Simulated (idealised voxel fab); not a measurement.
Presented below is a process module, voxel double patterning.
The cross-section on display is named cut; it measures 170 nm wide, and its cells are 5 nm squares.
Cross-section format: a grid of square cells, given as bands from top to bottom; each band is one or more rows of cells. Per band: top height and bottom height in nm, followed by the left-to-right materials and their widths in nm; "everywhere" marks a single material spanning edge to edge, "empty" marks empty space. Heights from 0 (as-received wafer is one material below). Bottom band endless downward, as "0 down". When a width is written as two numbers, as in "30->40", the first number is the width in the top row of cells of the band and the second is the width in its bottom row, and the width changes by the same amount from each row to the next. Given "nothing was modified" for a step, no cell of the cross-section differs between before and after that step. "Sealed void listing": empty spaces of 8 cells or more with no open way to the top, each given as width x height at distance, distance from the left edge, all in nm. The remark found on a step's line after its settings is issued by the simulator itself and pertains to that step. You can add "overlay nm" to a step's line. For a step with a mask, it describes how far the mask lay to the right of its planned position, and a negative number describes a lay to the left.
plan:
- 1: RECEIVE with material Si
- 2: CONFORMAL_DEP with material SiN, thk nm 10
- 3: DIRECTIONAL_DEP with material SiO2, thk nm 10
- 4: DIRECTIONAL_DEP with material SiCN, thk nm 10
- 5: DIRECTIONAL_DEP with material aC, thk nm 15
- 6: PATTERN with tone open, mask id FIRST, material resist, width nm 15, pitch nm 50, thk nm 35, overlay nm 0
- 7: DIRECTIONAL_ETCH with etch materials aC, depth nm 15
- 8: STRIP with etch materials resist
- 9: DIRECTIONAL_ETCH with etch materials SiCN, depth nm 10
- 10: STRIP with etch materials aC
- 11: PATTERN with tone open, mask id SECOND, material resist, width nm 15, thk nm 20, overlay nm 0
- 12: DIRECTIONAL_ETCH with etch materials SiCN, depth nm 10
- 13: STRIP with etch materials resist
- 14: DIRECTIONAL_ETCH with etch materials SiO2, depth nm 10
- 15: STRIP with etch materials SiCN
Wafer cross-section on receipt, i.e. after step 1:
	0 down  Si everywhere
	Sealed void listing: none
Sectioned view, first of two wafers, at the close of the module, processed as intended in the plan:
	20 to 10  SiO2: 50, empty: 15, SiO2: 10, empty: 15, SiO2: 10, empty: 15, SiO2: 55
	10 to 0  SiN everywhere
	0 down  Si everywhere
	Sealed void listing: none
Wafer two, end of module, cross-section. Same start, same plan as wafer one. One mistake in the run:
	20 to 10  SiN everywhere
	10 to 0  SiO2 everywhere
	0 down  Si everywhere
	Sealed void listing: none
Against the plan, the run slipped here: the processing plan was not followed for steps 2 and 3, which were run with their positions exchanged
Final cells, second wafer relative to first, materials higher or lower: +18 SiO2
